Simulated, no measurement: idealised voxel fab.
Herein follows the process module entitled voxel quadruple lines.
It is cross-section cut that appears here, measuring 280 nm in width, its square cells being 5 nm in size.
Notation: cross-section as square-cell grid; stated in bands, top first, going down; one or more cell rows per band.
Top height, bottom height, nm. Materials left to right, width each, nm. Single material + "full width" = fills band edge to edge. "air" = empty.
Measure heights from 0. That's the level where, below it, the as-received wafer is all one material. The lowest band is bottomless and extends downward; write it as in "0..down".
Width spec "30..40" -> top row of cells at first value, bottom row at second value, equal per-row change in between.
What does "no change occurred" mean for a step? It means no cell of the cross-section changed in that step.
Voids not open to the top, 8 cells minimum: see "Fully closed voids". Written width x height at distance; distance is from the left edge; nm.
On a step's line, text after the settings is the simulator commenting on that step.
overlay nm: for a step with a mask, the amount by which the mask lay right of where it was planned; a negative amount means left of it.
**Process steps (planned)**
1) RECEIVE: material Si
2) CONFORMAL_DEP: material SiO2, thk nm 10
3) DIRECTIONAL_DEP: material W, thk nm 10
4) DIRECTIONAL_DEP: material polySi, thk nm 10
5) DIRECTIONAL_DEP: material aC, thk nm 20
6) PATTERN: tone cover, mask id MANDREL, material resist, width nm 20, pitch nm 60, thk nm 25, overlay nm 0
7) DIRECTIONAL_ETCH: etch materials aC, depth nm 20
8) STRIP: etch materials resist
9) CONFORMAL_DEP: material SiO2, thk nm 10
10) DIRECTIONAL_ETCH: etch materials SiO2, depth nm 10
11) STRIP: etch materials aC
12) DIRECTIONAL_ETCH: etch materials polySi, depth nm 20
13) STRIP: etch materials SiO2
14) CONFORMAL_DEP: material SiCN, thk nm 5
15) DIRECTIONAL_ETCH: etch materials SiCN, depth nm 5
16) STRIP: etch materials polySi
17) DIRECTIONAL_ETCH: etch materials W, depth nm 10
18) STRIP: etch materials SiCN
The plan shows the thk nm of step 4 as the first wafer had it; this setting differs between the wafers, which start out alike.
**After step 1, as received: first of several wafers, cross-section**
  0..down = Si full width
  Fully closed voids: none
**Per-wafer rows below. For each material: cells gained (+) or lost (-) since the wafer was received, as of end of module. Then: closed voids**
thk nm 10 | +112 SiO2 | +16 W | Fully closed voids: none
thk nm 15 | +112 SiO2 | +16 W | Fully closed voids: none
thk nm 20 | +112 SiO2 | +16 W | Fully closed voids: none
thk nm 25 | +112 SiO2 | Fully closed voids: none
thk nm 30 | +112 SiO2 | Fully closed voids: none
thk nm 35 | +112 SiO2 | Fully closed voids: none
